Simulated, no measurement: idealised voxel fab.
process module | voxel tone inversion
cross-section cut | 145 nm wide | cells 5 nm
A cross-section is a grid of square cells, given in bands from the top down. A band is one or more rows of cells.
Each band's line starts with the height of the band's top and of its bottom, in nm. Then come its materials from left to right, each with its width in nm. One material with "throughout" fills the band from edge to edge. "air" is empty space.
Height 0 is the level under which the wafer as received is all one material. The lowest band goes on downwards, as in "0 down".
A width such as "30 to 40" changes by the same amount from each row of cells to the next, from the band's top row to its bottom row.
"no change" after a step means that no cell of the cross-section changed.
closed voids: empty space of 8 cells or more with no open way to the top, each as width x height at its distance from the left edge, in nm
after a step's settings: what the simulator itself notes on the step
overlay nm, on a step with a mask: how far to the right of its planned place the mask lay; to the left if negative
plan
1 op RECEIVE | material Si
2 op CONFORMAL_DEP | material SiCN | thk nm 10
3 op DIRECTIONAL_DEP | material polySi | thk nm 15
4 op PATTERN | tone cover | mask id POSTS | material resist | width nm 20 | pitch nm 40 | thk nm 25 | overlay nm 0
5 op DIRECTIONAL_ETCH | etch materials polySi | depth nm 15
6 op STRIP | etch materials resist
7 op FILL_DEP | material lowk | thk nm 5
8 op CMP | height nm 25
9 op STRIP | etch materials polySi
10 op CONFORMAL_DEP | material TiN | thk nm 5
11 op FILL_DEP | material Cu | thk nm 10
12 op CMP | height nm 25
13 op CONFORMAL_DEP | material SiN | thk nm 5
first wafer, as planned
as received, after step 1
  0 down: Si throughout
  closed voids: none
after step 2
  10 to 0: SiCN throughout
  below 0: unchanged
after step 3
  25 to 10: polySi throughout
  below 10: unchanged
after step 4
  50 to 25: air 20 | resist 20 | air 20 | resist 20 | air 20 | resist 20 | air 25
  below 25: unchanged
after step 5
  50 to 25: air 20 | resist 20 | air 20 | resist 20 | air 20 | resist 20 | air 25
  25 to 10: air 20 | polySi 20 | air 20 | polySi 20 | air 20 | polySi 20 | air 25
  below 10: unchanged
after step 6
  25 to 10: air 20 | polySi 20 | air 20 | polySi 20 | air 20 | polySi 20 | air 25
  below 10: unchanged
after step 7
  30 to 25: lowk throughout
  25 to 10: lowk 20 | polySi 20 | lowk 20 | polySi 20 | lowk 20 | polySi 20 | lowk 25
  below 10: unchanged
after step 8
  25 to 10: lowk 20 | polySi 20 | lowk 20 | polySi 20 | lowk 20 | polySi 20 | lowk 25
  below 10: unchanged
after step 9
  25 to 10: lowk 20 | air 20 | lowk 20 | air 20 | lowk 20 | air 20 | lowk 25
  below 10: unchanged
after step 10
  30 to 25: TiN 25 | air 10 | TiN 30 | air 10 | TiN 30 | air 10 | TiN 30
  25 to 15: lowk 20 | TiN 5 | air 10 | TiN 5 | lowk 20 | TiN 5 | air 10 | TiN 5 | lowk 20 | TiN 5 | air 10 | TiN 5 | lowk 25
  15 to 10: lowk 20 | TiN 20 | lowk 20 | TiN 20 | lowk 20 | TiN 20 | lowk 25
  below 10: unchanged
after step 11
  40 to 30: Cu throughout
  30 to 25: TiN 25 | Cu 10 | TiN 30 | Cu 10 | TiN 30 | Cu 10 | TiN 30
  25 to 15: lowk 20 | TiN 5 | Cu 10 | TiN 5 | lowk 20 | TiN 5 | Cu 10 | TiN 5 | lowk 20 | TiN 5 | Cu 10 | TiN 5 | lowk 25
  below 15: unchanged
after step 12
  25 to 15: lowk 20 | TiN 5 | Cu 10 | TiN 5 | lowk 20 | TiN 5 | Cu 10 | TiN 5 | lowk 20 | TiN 5 | Cu 10 | TiN 5 | lowk 25
  below 15: unchanged
after step 13
  30 to 25: SiN throughout
  below 25: unchanged
second wafer: like start, like plan, one mistake. Through step 3 it matches the first wafer
when step 4 should have ended
  50 to 25: air 25 | resist 15 | air 25 | resist 15 | air 25 | resist 15 | air 25
  below 25: unchanged
when step 5 should have ended
  50 to 25: air 25 | resist 15 | air 25 | resist 15 | air 25 | resist 15 | air 25
  25 to 10: air 25 | polySi 15 | air 25 | polySi 15 | air 25 | polySi 15 | air 25
  below 10: unchanged
when step 6 should have ended
  25 to 10: air 25 | polySi 15 | air 25 | polySi 15 | air 25 | polySi 15 | air 25
  below 10: unchanged
when step 7 should have ended
  30 to 25: lowk throughout
  25 to 10: lowk 25 | polySi 15 | lowk 25 | polySi 15 | lowk 25 | polySi 15 | lowk 25
  below 10: unchanged
when step 8 should have ended
  25 to 10: lowk 25 | polySi 15 | lowk 25 | polySi 15 | lowk 25 | polySi 15 | lowk 25
  below 10: unchanged
when step 9 should have ended
  25 to 10: lowk 25 | air 15 | lowk 25 | air 15 | lowk 25 | air 15 | lowk 25
  below 10: unchanged
when step 10 should have ended
  30 to 25: TiN 30 | air 5 | TiN 35 | air 5 | TiN 35 | air 5 | TiN 30
  25 to 15: lowk 25 | TiN 5 | air 5 | TiN 5 | lowk 25 | TiN 5 | air 5 | TiN 5 | lowk 25 | TiN 5 | air 5 | TiN 5 | lowk 25
  15 to 10: lowk 25 | TiN 15 | lowk 25 | TiN 15 | lowk 25 | TiN 15 | lowk 25
  below 10: unchanged
when step 11 should have ended
  40 to 30: Cu throughout
  30 to 25: TiN 30 | Cu 5 | TiN 35 | Cu 5 | TiN 35 | Cu 5 | TiN 30
  25 to 15: lowk 25 | TiN 5 | Cu 5 | TiN 5 | lowk 25 | TiN 5 | Cu 5 | TiN 5 | lowk 25 | TiN 5 | Cu 5 | TiN 5 | lowk 25
  below 15: unchanged
when step 12 should have ended
  25 to 15: lowk 25 | TiN 5 | Cu 5 | TiN 5 | lowk 25 | TiN 5 | Cu 5 | TiN 5 | lowk 25 | TiN 5 | Cu 5 | TiN 5 | lowk 25
  below 15: unchanged
when step 13 should have ended
  30 to 25: SiN throughout
  below 25: unchanged
what went wrong: step 4 ran as: op PATTERN | tone cover | mask id POSTS | material resist | width nm 15 | pitch nm 40 | thk nm 25 | overlay nm 0
at the end the second wafer has, in cells: 6 fewer of Cu | 3 fewer of TiN | 9 more of lowk
